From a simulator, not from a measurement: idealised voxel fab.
The process module that follows is named voxel released beams.
Cross-section cut spans 285 nm and uses square cells 5 nm in size.
Reading order for cross-sections: top band down to bottom band. Underlying form: a grid of square cells. Band size: one or more rows of cells. Quick guide to a band line: top height, bottom height (nm) up front; then every material left to right with its width in nm. Only one material and it's marked "full width"? Then it fills the band edge to edge. And "empty" just means empty space. Counting heights begins at 0, where everything beneath is, in the wafer as received, one material. The lowest band has no bottom; it goes on downwards, as "0 down" shows. A width given as "30 to 40" starts at the first number in the band's top row and ends at the second number in its bottom row, shifting by an equal amount at every step from row to row. A step reported as "no alterations made" is a step in which no cell of the cross-section changed. Under "Enclosed void listing" you'll find the enclosed gaps, the ones with no way out to the top, that are 8 cells or bigger; each reads width x height at distance, with distance counted from the left edge, everything in nm. What comes after the settings on a step's line is commentary from the simulator itself on that step. Each step line may optionally specify "overlay nm", which for a step with a mask gives the rightward distance between the mask's planned place and where it lay, a negative value indicating the leftward direction.
### Planned process steps
1,RECEIVE (material Si)
2,CONFORMAL_DEP (material SiN; thk nm 10)
3,DIRECTIONAL_DEP (material SiO2; thk nm 10)
4,MASKED_ETCH (tone open; mask id ANCHOR; width nm 30; etch materials SiO2; depth nm 10; overlay nm 0)
5,CONFORMAL_DEP (material polySi; thk nm 10)
6,DIRECTIONAL_DEP (material aC; thk nm 15)
7,PATTERN (tone cover; mask id BEAM; material resist; width nm 110; thk nm 30; overlay nm 0)
8,DIRECTIONAL_ETCH (etch materials aC; depth nm 15)
9,STRIP (etch materials resist)
10,DIRECTIONAL_ETCH (etch materials polySi; depth nm 10)
11,STRIP (etch materials aC)
12,STRIP (etch materials SiO2)
### As-received wafer cross-section (after step 1)
0 down | Si full width
Enclosed void listing: none
### Cross-section, end of module. Start: as above. Plan: as above. Execution: one mistake
25 to 15 | 85 of empty, then 15 of polySi, then 10 of empty, then 85 of polySi, then 90 of empty
15 to 5 | 90 of empty, then 30 of polySi, then 165 of empty
5 to 0 | SiN full width
0 down | Si full width
Enclosed void listing: none
Deviation from plan: step 2 deviated from plan and actually ran as CONFORMAL_DEP (material SiN; thk nm 5)
